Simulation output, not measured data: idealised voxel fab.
The document below concerns the process module designated voxel air gaps.
Section cut is 205 nm wide and gridded with 5 nm square cells.
For the purposes of this document, a cross-section shall be understood as a grid of square cells, specified as bands listed in top-to-bottom order, each band consisting of one or more rows of cells. Band entry format. Leading values: height of top, height of bottom, nm. Remainder: materials in left-to-right order, each with its width in nm. Special words: "full width" on a single material, which then fills the band edge to edge; "empty", empty space. Height datum 0, below which the as-received substrate wafer is one material. Lowest band open at the bottom, running downward: "z 0 and below". The width entry "30 to 40" should be interpreted row by row: the top row of cells in the band takes the first number, the bottom row takes the second number, and the change between adjacent rows is uniform throughout. "nothing different" means the step left every cell of the cross-section as it was. Under "Enclosed void entries" you'll find the enclosed gaps, the ones with no way out to the top, that are 8 cells or bigger; each reads width x height at distance, with distance counted from the left edge, everything in nm. Formally, on a step line, whatever follows the settings is a remark that the simulator itself makes on the step. "overlay nm" on a masked step: distance the mask lay right of its planned place, negative for left.

-- Planned process steps
1,RECEIVE | material Si
2,CONFORMAL_DEP | material SiO2 | thk nm 15
3,CONFORMAL_DEP | material SiN | thk nm 5
4,DIRECTIONAL_DEP | material lowk | thk nm 40
5,MASKED_ETCH | tone open | mask id LINES | width nm 25 | pitch nm 55 | etch materials lowk | depth nm 40 | overlay nm 0
6,CONFORMAL_DEP | material TiN | thk nm 5
7,FILL_DEP | material Ru | thk nm 5
8,CMP | height nm 60
9,EPI | material Ru | thk nm 10
10,SELECTIVE_ETCH | etch materials lowk | depth nm 50
11,CONFORMAL_DEP | material SiCN | thk nm 5
For clarity, it should be stated that the wafers under discussion commence in an identical condition and differ with respect to the thk nm of step 3, the plan indicating the value that the first wafer had.

-- Cross-sectional view of the first of several wafers in the as-received condition, corresponding to the state following step 1
	z 0 and below: Si full width
	Enclosed void entries: none

-- Per-wafer rows below. For each material: cells gained (+) or lost (-) since the wafer was received, as of end of module. Then: closed voids
thk nm 5; +117 Ru; +125 SiCN; +41 SiN; +123 SiO2; +57 TiN; Enclosed void entries: 20 x 30 at 65; 20 x 30 at 120
thk nm 10; +108 Ru; +119 SiCN; +82 SiN; +123 SiO2; +51 TiN; Enclosed void entries: 20 x 25 at 65; 20 x 25 at 120
thk nm 15; +99 Ru; +113 SiCN; +123 SiN; +123 SiO2; +45 TiN; Enclosed void entries: 20 x 20 at 65; 20 x 20 at 120
thk nm 20; +90 Ru; +107 SiCN; +164 SiN; +123 SiO2; +39 TiN; Enclosed void entries: 20 x 15 at 65; 20 x 15 at 120
